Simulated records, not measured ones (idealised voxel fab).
This is a process module. Its name is voxel air gaps.
For reference, the cross-section in this document is cut, with width 240 nm and square cells of 5 nm.
Reading order for cross-sections: top band down to bottom band. Underlying form: a grid of square cells. Band size: one or more rows of cells. Band: top height; bottom height; in nm. Then, left to right: material with width in nm, for each material. "throughout": a single material spanning edge to edge. "blank": empty space. Ref level 0: as-received wafer is one material below here. Bottom band extends down with no lower bound ("0 and below"). A two-number width, for instance "30->40", indicates that the width is equal to the first number in the top row of the band and to the second number in the bottom row, and that it changes by a constant amount per row of cells. You'll sometimes find "no change" written for a step, and that's the way of saying that nowhere in the cross-section did a cell change during that step. Empty spaces counting at least 8 cells and having no open way to the top are listed in "Enclosed internal voids". The notation width x height at distance is used for each, the distance being from the left edge and all three values in nm. On each step's line, the part that comes after the settings is the simulator's own comment on the step. Each step line may optionally specify "overlay nm", which for a step with a mask gives the rightward distance between the mask's planned place and where it lay, a negative value indicating the leftward direction.
STEPS IN THE PROCESS PLAN
1. RECEIVE with material Si
2. CONFORMAL_DEP with material SiO2, thk nm 10
3. CONFORMAL_DEP with material SiCN, thk nm 5
4. DIRECTIONAL_DEP with material SiO2, thk nm 40
5. MASKED_ETCH with tone open, mask id LINES, width nm 15, pitch nm 45, etch materials SiO2, depth nm 40, overlay nm 0
6. CONFORMAL_DEP with material TiN, thk nm 5
7. FILL_DEP with material Cu, thk nm 10
8. CMP with height nm 55
9. EPI with material Ru, thk nm 10
10. SELECTIVE_ETCH with etch materials SiO2, depth nm 50
11. CONFORMAL_DEP with material SiCN, thk nm 5
WAFER CROSS-SECTION ON RECEIPT, I.E. AFTER STEP 1
0 and below  Si throughout
Enclosed internal voids: none
END-OF-MODULE CROSS-SECTION OF THE FIRST OF TWO WAFERS, PROCESSED AS PLANNED
70 down to 65  blank=30  SiCN=180  blank=30
65 down to 55  blank=30  SiCN=5  Ru=35  SiCN=10  Ru=35  SiCN=10  Ru=35  SiCN=10  Ru=35  SiCN=5  blank=30
55 down to 50  blank=30  SiCN=15  TiN=5  Cu=5  TiN=5  SiCN=30  TiN=5  Cu=5  TiN=5  SiCN=30  TiN=5  Cu=5  TiN=5  SiCN=30  TiN=5  Cu=5  TiN=5  SiCN=15  blank=30
50 down to 20  blank=40  SiCN=5  TiN=5  Cu=5  TiN=5  SiCN=5  blank=20  SiCN=5  TiN=5  Cu=5  TiN=5  SiCN=5  blank=20  SiCN=5  TiN=5  Cu=5  TiN=5  SiCN=5  blank=20  SiCN=5  TiN=5  Cu=5  TiN=5  SiCN=5  blank=40
20 down to 15  SiCN=45  TiN=15  SiCN=30  TiN=15  SiCN=30  TiN=15  SiCN=30  TiN=15  SiCN=45
15 down to 10  SiCN throughout
10 down to 0  SiO2 throughout
0 and below  Si throughout
Enclosed internal voids: 20 x 30 at 65; 20 x 30 at 110; 20 x 30 at 155
MODULE END: CROSS-SECTION OF WAFER TWO OF TWO. SAME START AND PROCESS PLAN AS THE FIRST WAFER. ONE MISTAKE DURING EXECUTION
70 down to 65  blank=35  SiCN=180  blank=25
65 down to 55  blank=35  SiCN=5  Ru=35  SiCN=10  Ru=35  SiCN=10  Ru=35  SiCN=10  Ru=35  SiCN=5  blank=25
55 down to 50  blank=35  SiCN=15  TiN=5  Cu=5  TiN=5  SiCN=30  TiN=5  Cu=5  TiN=5  SiCN=30  TiN=5  Cu=5  TiN=5  SiCN=30  TiN=5  Cu=5  TiN=5  SiCN=15  blank=25
50 down to 20  blank=45  SiCN=5  TiN=5  Cu=5  TiN=5  SiCN=5  blank=20  SiCN=5  TiN=5  Cu=5  TiN=5  SiCN=5  blank=20  SiCN=5  TiN=5  Cu=5  TiN=5  SiCN=5  blank=20  SiCN=5  TiN=5  Cu=5  TiN=5  SiCN=5  blank=35
20 down to 15  SiCN=50  TiN=15  SiCN=30  TiN=15  SiCN=30  TiN=15  SiCN=30  TiN=15  SiCN=40
15 down to 10  SiCN throughout
10 down to 0  SiO2 throughout
0 and below  Si throughout
Enclosed internal voids: 20 x 30 at 70; 20 x 30 at 115; 20 x 30 at 160
What was the processing mistake? so step 5 ended up running with a different setting than we planned, it ran as MASKED_ETCH with tone open, mask id LINES, width nm 15, pitch nm 45, etch materials SiO2, depth nm 40, overlay nm 5
Matching per-material cell counts, mismatched positions: that is how the second wafer compares with the first at the end.
